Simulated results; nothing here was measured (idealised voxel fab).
Module name: voxel plated lines (process module)
FYI the section here is cut, 235 nm wide, cells are 5 nm squares.
Cross-section, as written here: a square-cell grid given band by band from the top down, where a band holds one or more rows of cells. Top height, bottom height, nm. Materials left to right, width each, nm. Single material + "full width" = fills band edge to edge. "blank" = empty. Measure heights from 0. That's the level where, below it, the as-received wafer is all one material. The lowest band is bottomless and extends downward; write it as in "0 nm and below". Note: "30 to 40" means the width goes from the first number (top row of the band) to the second number (bottom row) in equal steps per row of cells. "no modification" (step): cross-section cells unchanged, all of them. Entry "Cavities, sealed" = empty spaces >= 8 cells with no open way to the top; each as width x height at distance, distance from left edge, all nm. The remark found on a step's line after its settings is issued by the simulator itself and pertains to that step. The line of a step may include "overlay nm". On a step with a mask, this value is how far to the right of its planned place the mask lay. A negative value means the mask lay to the left.

Intended process steps
1,RECEIVE,material Si
2,CONFORMAL_DEP,material SiO2,thk nm 15
3,DIRECTIONAL_DEP,material TiN,thk nm 5
4,PATTERN,tone open,mask id LINES,material resist,width nm 15,pitch nm 35,thk nm 35,overlay nm 0
5,EPI,material Ru,thk nm 5
6,EPI,material Ru,thk nm 10
7,EPI,material Ru,thk nm 5
8,STRIP,etch materials resist
9,DIRECTIONAL_ETCH,etch materials TiN,depth nm 5
10,CONFORMAL_DEP,material SiN,thk nm 5

Cross-section of the incoming wafer, state after step 1
    0 nm and below  Si full width
    Cavities, sealed: none

This is how the wafer looks in cross-section once the module is done, given the starting state and plan above and one mistake in carrying the plan out
    55 nm to 50 nm  85 nm blank  25 nm SiN  10 nm blank  25 nm SiN  90 nm blank
    50 nm to 30 nm  85 nm blank  5 nm SiN  15 nm Ru  5 nm SiN  10 nm blank  5 nm SiN  15 nm Ru  5 nm SiN  90 nm blank
    30 nm to 25 nm  90 nm SiN  15 nm TiN  20 nm SiN  15 nm TiN  95 nm SiN
    25 nm to 0 nm  SiO2 full width
    0 nm and below  Si full width
    Cavities, sealed: none
Where did the run depart from the plan? the process deviated at step 2: the operation and settings actually run there were CONFORMAL_DEP,material SiO2,thk nm 25
